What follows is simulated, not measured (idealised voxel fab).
Documented hereafter: the process module known as voxel gate over fins.
The width of the displayed cross-section, cut, is 280 nm; its cells are square, with a size of 5 nm.
Reading order for cross-sections: top band down to bottom band. Underlying form: a grid of square cells. Band size: one or more rows of cells. Look at the band entry: it leads with the top's height and the bottom's height in nm. Then it lists the materials left to right, with a width in nm for each. The word "edge to edge" on a single material says that material fills the band edge to edge. The word "blank" is empty space. Counting heights begins at 0, where everything beneath is, in the wafer as received, one material. The lowest band has no bottom; it goes on downwards, as "from 0 down" shows. Note: "30->40" means the width goes from the first number (top row of the band) to the second number (bottom row) in equal steps per row of cells. Any step labelled "left unchanged" changed none of the cells in the cross-section. The list in "Enclosed void entries" covers empty spaces of 8 cells or more that cannot reach the top through any open way, and it gives each as width x height at distance; the distance is from the left edge, and width, height and distance are in nm. Post-settings text on a step line: simulator's own remark regarding the step. overlay nm: where the mask lay relative to plan, measured to the right, on steps with a mask; negatives go left.

**Planned step list for the process**
1 op RECEIVE | material Si
2 op CONFORMAL_DEP | material SiN | thk nm 10
3 op DIRECTIONAL_DEP | material aC | thk nm 10
4 op PATTERN | tone cover | mask id FINS | material resist | width nm 15 | pitch nm 60 | thk nm 25 | overlay nm 0
5 op DIRECTIONAL_ETCH | etch materials aC | depth nm 10
6 op STRIP | etch materials resist
7 op DIRECTIONAL_ETCH | etch materials SiN | depth nm 10
8 op DIRECTIONAL_ETCH | etch materials Si | depth nm 30
9 op STRIP | etch materials aC
10 op OXIDIZE | depth nm 5
11 op FILL_DEP | material SiO2 | thk nm 5
12 op CMP | height nm 10
13 op PATTERN | tone open | mask id RAIL | material resist | width nm 15 | thk nm 20 | overlay nm 0
14 op DIRECTIONAL_ETCH | etch materials SiO2 | depth nm 35
15 op STRIP | etch materials resist
16 op CONFORMAL_DEP | material TiN | thk nm 5
17 op FILL_DEP | material W | thk nm 10
18 op CMP | height nm 10
19 op SELECTIVE_ETCH | etch materials W Ru TiN | depth nm 30
20 op FILL_DEP | material SiO2 | thk nm 5
21 op CMP | height nm 10
22 op SELECTIVE_ETCH | etch materials SiO2 | depth nm 25
23 op STRIP | etch materials SiN
24 op CONFORMAL_DEP | material HfO2 | thk nm 5
25 op CONFORMAL_DEP | material TiN | thk nm 5
26 op FILL_DEP | material W | thk nm 15
27 op CMP | height nm 20
28 op CONFORMAL_DEP | material SiCN | thk nm 10

**First wafer, two in total, run as planned**

**Step 1 complete: cross-section of the wafer as received**
from 0 down: Si edge to edge
Enclosed void entries: none

**Cross-section of the wafer after step 2**
from 10 to 0: SiN edge to edge
Below a height of 0, the structure has not been altered.

**Cross-section of the wafer after step 3**
from 20 to 10: aC edge to edge
Below a height of 10, the structure has not been altered.

**Cross-section of the wafer after step 4**
from 45 to 20: blank (70); resist (15); blank (45); resist (15); blank (45); resist (15); blank (75)
Below a height of 20, the structure has not been altered.

**Cross-section of the wafer after step 5**
from 35 to 20: blank (70); resist (15); blank (45); resist (15); blank (45); resist (15); blank (75)
from 20 to 10: blank (70); aC (15); blank (45); aC (15); blank (45); aC (15); blank (75)
Below a height of 10, the structure has not been altered.

**Cross-section of the wafer after step 6**
from 20 to 10: blank (70); aC (15); blank (45); aC (15); blank (45); aC (15); blank (75)
Below a height of 10, the structure has not been altered.

**Cross-section of the wafer after step 7**
from 20 to 10: blank (70); aC (15); blank (45); aC (15); blank (45); aC (15); blank (75)
from 10 to 0: blank (70); SiN (15); blank (45); SiN (15); blank (45); SiN (15); blank (75)
Below a height of 0, the structure has not been altered.

**Cross-section of the wafer after step 8**
from 20 to 10: blank (70); aC (15); blank (45); aC (15); blank (45); aC (15); blank (75)
from 10 to 0: blank (70); SiN (15); blank (45); SiN (15); blank (45); SiN (15); blank (75)
from 0 to -30: blank (70); Si (15); blank (45); Si (15); blank (45); Si (15); blank (75)
Below a height of -30, the structure has not been altered.

**Cross-section of the wafer after step 9**
from 10 to 0: blank (70); SiN (15); blank (45); SiN (15); blank (45); SiN (15); blank (75)
Below a height of 0, the structure has not been altered.

**Cross-section of the wafer after step 10**
from 10 to 0: blank (70); SiN (15); blank (45); SiN (15); blank (45); SiN (15); blank (75)
from 0 to -30: blank (70); SiO2 (5); Si (5); SiO2 (5); blank (45); SiO2 (5); Si (5); SiO2 (5); blank (45); SiO2 (5); Si (5); SiO2 (5); blank (75)
from -30 to -35: SiO2 (75); Si (5); SiO2 (55); Si (5); SiO2 (55); Si (5); SiO2 (80)
Below a height of -35, the structure has not been altered.

**Cross-section of the wafer after step 11**
from 15 to 10: SiO2 edge to edge
from 10 to 0: SiO2 (70); SiN (15); SiO2 (45); SiN (15); SiO2 (45); SiN (15); SiO2 (75)
from 0 to -35: SiO2 (75); Si (5); SiO2 (55); Si (5); SiO2 (55); Si (5); SiO2 (80)
Below a height of -35, the structure has not been altered.

**Cross-section of the wafer after step 12**
from 10 to 0: SiO2 (70); SiN (15); SiO2 (45); SiN (15); SiO2 (45); SiN (15); SiO2 (75)
Below a height of 0, the structure has not been altered.

**Cross-section of the wafer after step 13**
from 30 to 10: resist (100); blank (15); resist (165)
Below a height of 10, the structure has not been altered.

**Cross-section of the wafer after step 14**
from 30 to 10: resist (100); blank (15); resist (165)
from 10 to 0: SiO2 (70); SiN (15); SiO2 (15); blank (15); SiO2 (15); SiN (15); SiO2 (45); SiN (15); SiO2 (75)
from 0 to -25: SiO2 (75); Si (5); SiO2 (20); blank (15); SiO2 (20); Si (5); SiO2 (55); Si (5); SiO2 (80)
Below a height of -25, the structure has not been altered.

**Cross-section of the wafer after step 15**
from 10 to 0: SiO2 (70); SiN (15); SiO2 (15); blank (15); SiO2 (15); SiN (15); SiO2 (45); SiN (15); SiO2 (75)
Below a height of 0, the structure has not been altered.

**Cross-section of the wafer after step 16**
from 15 to 10: TiN (105); blank (5); TiN (170)
from 10 to 0: SiO2 (70); SiN (15); SiO2 (15); TiN (5); blank (5); TiN (5); SiO2 (15); SiN (15); SiO2 (45); SiN (15); SiO2 (75)
from 0 to -20: SiO2 (75); Si (5); SiO2 (20); TiN (5); blank (5); TiN (5); SiO2 (20); Si (5); SiO2 (55); Si (5); SiO2 (80)
from -20 to -25: SiO2 (75); Si (5); SiO2 (20); TiN (15); SiO2 (20); Si (5); SiO2 (55); Si (5); SiO2 (80)
Below a height of -25, the structure has not been altered.

**Cross-section of the wafer after step 17**
from 25 to 15: W edge to edge
from 15 to 10: TiN (105); W (5); TiN (170)
from 10 to 0: SiO2 (70); SiN (15); SiO2 (15); TiN (5); W (5); TiN (5); SiO2 (15); SiN (15); SiO2 (45); SiN (15); SiO2 (75)
from 0 to -20: SiO2 (75); Si (5); SiO2 (20); TiN (5); W (5); TiN (5); SiO2 (20); Si (5); SiO2 (55); Si (5); SiO2 (80)
Below a height of -20, the structure has not been altered.

**Cross-section of the wafer after step 18**
from 10 to 0: SiO2 (70); SiN (15); SiO2 (15); TiN (5); W (5); TiN (5); SiO2 (15); SiN (15); SiO2 (45); SiN (15); SiO2 (75)
Below a height of 0, the structure has not been altered.

**Cross-section of the wafer after step 19**
from 10 to 0: SiO2 (70); SiN (15); SiO2 (15); blank (15); SiO2 (15); SiN (15); SiO2 (45); SiN (15); SiO2 (75)
from 0 to -20: SiO2 (75); Si (5); SiO2 (20); blank (15); SiO2 (20); Si (5); SiO2 (55); Si (5); SiO2 (80)
Below a height of -20, the structure has not been altered.

**Cross-section of the wafer after step 20**
from 15 to 10: SiO2 edge to edge
from 10 to 0: SiO2 (70); SiN (15); SiO2 (45); SiN (15); SiO2 (45); SiN (15); SiO2 (75)
from 0 to -20: SiO2 (75); Si (5); SiO2 (55); Si (5); SiO2 (55); Si (5); SiO2 (80)
Below a height of -20, the structure has not been altered.

**Cross-section of the wafer after step 21**
from 10 to 0: SiO2 (70); SiN (15); SiO2 (45); SiN (15); SiO2 (45); SiN (15); SiO2 (75)
Below a height of 0, the structure has not been altered.

**Cross-section of the wafer after step 22**
from 10 to 0: blank (70); SiN (15); blank (45); SiN (15); blank (45); SiN (15); blank (75)
from 0 to -15: blank (75); Si (5); blank (55); Si (5); blank (55); Si (5); blank (80)
Below a height of -15, the structure has not been altered.

**Cross-section of the wafer after step 23**
from 0 to -15: blank (75); Si (5); blank (55); Si (5); blank (55); Si (5); blank (80)
Below a height of -15, the structure has not been altered.

**Cross-section of the wafer after step 24**
from 5 to 0: blank (70); HfO2 (15); blank (45); HfO2 (15); blank (45); HfO2 (15); blank (75)
from 0 to -10: blank (70); HfO2 (5); Si (5); HfO2 (5); blank (45); HfO2 (5); Si (5); HfO2 (5); blank (45); HfO2 (5); Si (5); HfO2 (5); blank (75)
from -10 to -15: HfO2 (75); Si (5); HfO2 (55); Si (5); HfO2 (55); Si (5); HfO2 (80)
Below a height of -15, the structure has not been altered.

**Cross-section of the wafer after step 25**
from 10 to 5: blank (65); TiN (25); blank (35); TiN (25); blank (35); TiN (25); blank (70)
from 5 to 0: blank (65); TiN (5); HfO2 (15); TiN (5); blank (35); TiN (5); HfO2 (15); TiN (5); blank (35); TiN (5); HfO2 (15); TiN (5); blank (70)
from 0 to -5: blank (65); TiN (5); HfO2 (5); Si (5); HfO2 (5); TiN (5); blank (35); TiN (5); HfO2 (5); Si (5); HfO2 (5); TiN (5); blank (35); TiN (5); HfO2 (5); Si (5); HfO2 (5); TiN (5); blank (70)
from -5 to -10: TiN (70); HfO2 (5); Si (5); HfO2 (5); TiN (45); HfO2 (5); Si (5); HfO2 (5); TiN (45); HfO2 (5); Si (5); HfO2 (5); TiN (75)
Below a height of -10, the structure has not been altered.

**Cross-section of the wafer after step 26**
from 25 to 10: W edge to edge
from 10 to 5: W (65); TiN (25); W (35); TiN (25); W (35); TiN (25); W (70)
from 5 to 0: W (65); TiN (5); HfO2 (15); TiN (5); W (35); TiN (5); HfO2 (15); TiN (5); W (35); TiN (5); HfO2 (15); TiN (5); W (70)
from 0 to -5: W (65); TiN (5); HfO2 (5); Si (5); HfO2 (5); TiN (5); W (35); TiN (5); HfO2 (5); Si (5); HfO2 (5); TiN (5); W (35); TiN (5); HfO2 (5); Si (5); HfO2 (5); TiN (5); W (70)
Below a height of -5, the structure has not been altered.

**Cross-section of the wafer after step 27**
from 20 to 10: W edge to edge
Below a height of 10, the structure has not been altered.

**Cross-section of the wafer after step 28**
from 30 to 20: SiCN edge to edge
Below a height of 20, the structure has not been altered.

**The second wafer: identical to the first at the outset and in its planned sequence, differing only in that one mistake was made during processing; up to and including step 7, its path is the first wafer's path**

**Planned end of step 8: second wafer, cross-section**
from 20 to 10: blank (70); aC (15); blank (45); aC (15); blank (45); aC (15); blank (75)
from 10 to 0: blank (70); SiN (15); blank (45); SiN (15); blank (45); SiN (15); blank (75)
from 0 to -35: blank (70); Si (15); blank (45); Si (15); blank (45); Si (15); blank (75)
Below a height of -35, the structure has not been altered.

**Planned end of step 9: second wafer, cross-section**
from 10 to 0: blank (70); SiN (15); blank (45); SiN (15); blank (45); SiN (15); blank (75)
Below a height of 0, the structure has not been altered.

**Planned end of step 10: second wafer, cross-section**
from 10 to 0: blank (70); SiN (15); blank (45); SiN (15); blank (45); SiN (15); blank (75)
from 0 to -35: blank (70); SiO2 (5); Si (5); SiO2 (5); blank (45); SiO2 (5); Si (5); SiO2 (5); blank (45); SiO2 (5); Si (5); SiO2 (5); blank (75)
from -35 to -40: SiO2 (75); Si (5); SiO2 (55); Si (5); SiO2 (55); Si (5); SiO2 (80)
Below a height of -40, the structure has not been altered.

**Planned end of step 11: second wafer, cross-section**
from 15 to 10: SiO2 edge to edge
from 10 to 0: SiO2 (70); SiN (15); SiO2 (45); SiN (15); SiO2 (45); SiN (15); SiO2 (75)
from 0 to -40: SiO2 (75); Si (5); SiO2 (55); Si (5); SiO2 (55); Si (5); SiO2 (80)
Below a height of -40, the structure has not been altered.

**Planned end of step 12: second wafer, cross-section**
from 10 to 0: SiO2 (70); SiN (15); SiO2 (45); SiN (15); SiO2 (45); SiN (15); SiO2 (75)
Below a height of 0, the structure has not been altered.

**Planned end of step 13: second wafer, cross-section**
from 30 to 10: resist (100); blank (15); resist (165)
Below a height of 10, the structure has not been altered.

**Planned end of step 14: second wafer, cross-section**
from 30 to 10: resist (100); blank (15); resist (165)
from 10 to 0: SiO2 (70); SiN (15); SiO2 (15); blank (15); SiO2 (15); SiN (15); SiO2 (45); SiN (15); SiO2 (75)
from 0 to -25: SiO2 (75); Si (5); SiO2 (20); blank (15); SiO2 (20); Si (5); SiO2 (55); Si (5); SiO2 (80)
Below a height of -25, the structure has not been altered.

**Planned end of step 15: second wafer, cross-section**
from 10 to 0: SiO2 (70); SiN (15); SiO2 (15); blank (15); SiO2 (15); SiN (15); SiO2 (45); SiN (15); SiO2 (75)
Below a height of 0, the structure has not been altered.

**Planned end of step 16: second wafer, cross-section**
from 15 to 10: TiN (105); blank (5); TiN (170)
from 10 to 0: SiO2 (70); SiN (15); SiO2 (15); TiN (5); blank (5); TiN (5); SiO2 (15); SiN (15); SiO2 (45); SiN (15); SiO2 (75)
from 0 to -20: SiO2 (75); Si (5); SiO2 (20); TiN (5); blank (5); TiN (5); SiO2 (20); Si (5); SiO2 (55); Si (5); SiO2 (80)
from -20 to -25: SiO2 (75); Si (5); SiO2 (20); TiN (15); SiO2 (20); Si (5); SiO2 (55); Si (5); SiO2 (80)
Below a height of -25, the structure has not been altered.

**Planned end of step 17: second wafer, cross-section**
from 25 to 15: W edge to edge
from 15 to 10: TiN (105); W (5); TiN (170)
from 10 to 0: SiO2 (70); SiN (15); SiO2 (15); TiN (5); W (5); TiN (5); SiO2 (15); SiN (15); SiO2 (45); SiN (15); SiO2 (75)
from 0 to -20: SiO2 (75); Si (5); SiO2 (20); TiN (5); W (5); TiN (5); SiO2 (20); Si (5); SiO2 (55); Si (5); SiO2 (80)
Below a height of -20, the structure has not been altered.

**Planned end of step 18: second wafer, cross-section**
from 10 to 0: SiO2 (70); SiN (15); SiO2 (15); TiN (5); W (5); TiN (5); SiO2 (15); SiN (15); SiO2 (45); SiN (15); SiO2 (75)
Below a height of 0, the structure has not been altered.

**Planned end of step 19: second wafer, cross-section**
from 10 to 0: SiO2 (70); SiN (15); SiO2 (15); blank (15); SiO2 (15); SiN (15); SiO2 (45); SiN (15); SiO2 (75)
from 0 to -20: SiO2 (75); Si (5); SiO2 (20); blank (15); SiO2 (20); Si (5); SiO2 (55); Si (5); SiO2 (80)
Below a height of -20, the structure has not been altered.

**Planned end of step 20: second wafer, cross-section**
from 15 to 10: SiO2 edge to edge
from 10 to 0: SiO2 (70); SiN (15); SiO2 (45); SiN (15); SiO2 (45); SiN (15); SiO2 (75)
from 0 to -20: SiO2 (75); Si (5); SiO2 (55); Si (5); SiO2 (55); Si (5); SiO2 (80)
Below a height of -20, the structure has not been altered.

**Planned end of step 21: second wafer, cross-section**
from 10 to 0: SiO2 (70); SiN (15); SiO2 (45); SiN (15); SiO2 (45); SiN (15); SiO2 (75)
Below a height of 0, the structure has not been altered.

**Planned end of step 22: second wafer, cross-section**
from 10 to 0: blank (70); SiN (15); blank (45); SiN (15); blank (45); SiN (15); blank (75)
from 0 to -15: blank (75); Si (5); blank (55); Si (5); blank (55); Si (5); blank (80)
Below a height of -15, the structure has not been altered.

**Planned end of step 23: second wafer, cross-section**
from 0 to -15: blank (75); Si (5); blank (55); Si (5); blank (55); Si (5); blank (80)
Below a height of -15, the structure has not been altered.

**Planned end of step 24: second wafer, cross-section**
from 5 to 0: blank (70); HfO2 (15); blank (45); HfO2 (15); blank (45); HfO2 (15); blank (75)
from 0 to -10: blank (70); HfO2 (5); Si (5); HfO2 (5); blank (45); HfO2 (5); Si (5); HfO2 (5); blank (45); HfO2 (5); Si (5); HfO2 (5); blank (75)
from -10 to -15: HfO2 (75); Si (5); HfO2 (55); Si (5); HfO2 (55); Si (5); HfO2 (80)
Below a height of -15, the structure has not been altered.

**Planned end of step 25: second wafer, cross-section**
from 10 to 5: blank (65); TiN (25); blank (35); TiN (25); blank (35); TiN (25); blank (70)
from 5 to 0: blank (65); TiN (5); HfO2 (15); TiN (5); blank (35); TiN (5); HfO2 (15); TiN (5); blank (35); TiN (5); HfO2 (15); TiN (5); blank (70)
from 0 to -5: blank (65); TiN (5); HfO2 (5); Si (5); HfO2 (5); TiN (5); blank (35); TiN (5); HfO2 (5); Si (5); HfO2 (5); TiN (5); blank (35); TiN (5); HfO2 (5); Si (5); HfO2 (5); TiN (5); blank (70)
from -5 to -10: TiN (70); HfO2 (5); Si (5); HfO2 (5); TiN (45); HfO2 (5); Si (5); HfO2 (5); TiN (45); HfO2 (5); Si (5); HfO2 (5); TiN (75)
Below a height of -10, the structure has not been altered.

**Planned end of step 26: second wafer, cross-section**
from 25 to 10: W edge to edge
from 10 to 5: W (65); TiN (25); W (35); TiN (25); W (35); TiN (25); W (70)
from 5 to 0: W (65); TiN (5); HfO2 (15); TiN (5); W (35); TiN (5); HfO2 (15); TiN (5); W (35); TiN (5); HfO2 (15); TiN (5); W (70)
from 0 to -5: W (65); TiN (5); HfO2 (5); Si (5); HfO2 (5); TiN (5); W (35); TiN (5); HfO2 (5); Si (5); HfO2 (5); TiN (5); W (35); TiN (5); HfO2 (5); Si (5); HfO2 (5); TiN (5); W (70)
Below a height of -5, the structure has not been altered.

**Planned end of step 27: second wafer, cross-section**
from 20 to 10: W edge to edge
Below a height of 10, the structure has not been altered.

**Planned end of step 28: second wafer, cross-section**
from 30 to 20: SiCN edge to edge
Below a height of 20, the structure has not been altered.
Short version of what went wrong: heads up, step 8 didn't go per plan, it actually ran as op DIRECTIONAL_ETCH | etch materials Si | depth nm 35
Upon completion, the second wafer contains, in terms of cells, a greater or smaller amount of certain materials than the first wafer: 53 fewer of Si; 53 more of SiO2
